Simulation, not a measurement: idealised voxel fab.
Process module in this document: voxel self aligned contacts
cross-section cut | 195 nm wide | cells 5 nm
Notation: cross-section as square-cell grid; stated in bands, top first, going down; one or more cell rows per band. First you get the band's top height and its bottom height, in nm, and then the materials it's made of, left to right, with each width in nm. If you see a single material with "everywhere", that one covers the band edge to edge. "air" is empty space. A quick word on heights: they are counted from 0, and under that level the wafer as it came to us is one material throughout. The lowest band is different from the rest in having no bottom; it simply continues downward, written as in "from 0 down". So if you see something like "30->40" for the width, read it as the top row of the band sitting at the first number and the bottom row at the second, with every row in between moving by the same amount as the last. The designation "nothing got changed", where it is given for a processing step, indicates that no cell of the cross-section was altered in the course of that step. The list in "Sealed voids" covers empty spaces of 8 cells or more that cannot reach the top through any open way, and it gives each as width x height at distance; the distance is from the left edge, and width, height and distance are in nm. Where a step's line continues beyond its settings, the continuation is a remark by the simulator itself on that step. When a step includes a mask, the "overlay nm" setting on its line states how far to the right of its planned place that mask lay, and negative values state how far to the left.

[Intended process steps]
1. RECEIVE (material Si)
2. OXIDIZE (depth nm 5)
3. DIRECTIONAL_DEP (material polySi; thk nm 20)
4. DIRECTIONAL_DEP (material SiN; thk nm 25)
5. MASKED_ETCH (tone cover; mask id GATE; width nm 30; pitch nm 70; etch materials SiN; depth nm 25; overlay nm 0)
6. MASKED_ETCH (tone cover; mask id GATE; width nm 30; pitch nm 70; etch materials polySi; depth nm 20; overlay nm 0)
7. CONFORMAL_DEP (material SiN; thk nm 10)
8. DIRECTIONAL_ETCH (etch materials SiN; depth nm 10)
9. FILL_DEP (material SiO2; thk nm 15)
10. CMP (height nm 50)
11. DIRECTIONAL_DEP (material aC; thk nm 15)
12. PATTERN (tone open; mask id CONTACT; material resist; width nm 50; thk nm 35; overlay nm 0)
13. DIRECTIONAL_ETCH (etch materials aC; depth nm 15)
14. STRIP (etch materials resist)
15. DIRECTIONAL_ETCH (etch materials SiO2; depth nm 55)
16. STRIP (etch materials aC)
17. CONFORMAL_DEP (material TiN; thk nm 5)
18. FILL_DEP (material Ru; thk nm 10)
19. CMP (height nm 50)
20. CONFORMAL_DEP (material SiCN; thk nm 5)

[Cross-section of the wafer upon arrival, representing the state reached after step 1]
	from 0 down: Si everywhere
	Sealed voids: none

[first wafer at the end, as planned]
	from 55 to 50: SiCN everywhere
	from 50 to 45: 70 of SiO2 / 20 of TiN / 10 of Ru / 20 of TiN / 75 of SiO2
	from 45 to 20: 35 of SiO2 / 50 of SiN / 5 of TiN / 10 of Ru / 5 of TiN / 50 of SiN / 40 of SiO2
	from 20 to 0: 35 of SiO2 / 10 of SiN / 30 of polySi / 10 of SiN / 5 of TiN / 10 of Ru / 5 of TiN / 10 of SiN / 30 of polySi / 10 of SiN / 40 of SiO2
	from 0 to -5: 85 of SiO2 / 20 of TiN / 90 of SiO2
	from -5 down: Si everywhere
	Sealed voids: none

[Cross-section at end of module for the second wafer of two, which matched the first in starting point and plan and differed by one mistake in its processing]
	from 55 to 50: SiCN everywhere
	from 50 to 40: 35 of SiO2 / 50 of SiN / 5 of TiN / 10 of Ru / 5 of TiN / 50 of SiN / 40 of SiO2
	from 40 to 25: 35 of SiO2 / 10 of SiN / 30 of polySi / 10 of SiN / 5 of TiN / 10 of Ru / 5 of TiN / 10 of SiN / 30 of polySi / 10 of SiN / 40 of SiO2
	from 25 to 20: 35 of SiO2 / 10 of SiN / 30 of polySi / 10 of SiN / 20 of TiN / 10 of SiN / 30 of polySi / 10 of SiN / 40 of SiO2
	from 20 to 0: polySi everywhere
	from 0 to -5: SiO2 everywhere
	from -5 down: Si everywhere
	Sealed voids: none
The mistake made against the process plan was this: step 3, plan: ran twice
End check, counted in cells, second wafer has more or fewer of these materials than the first: Ru: 10 fewer | SiN: 60 fewer | SiO2: 70 fewer | TiN: 16 fewer | polySi: 156 more
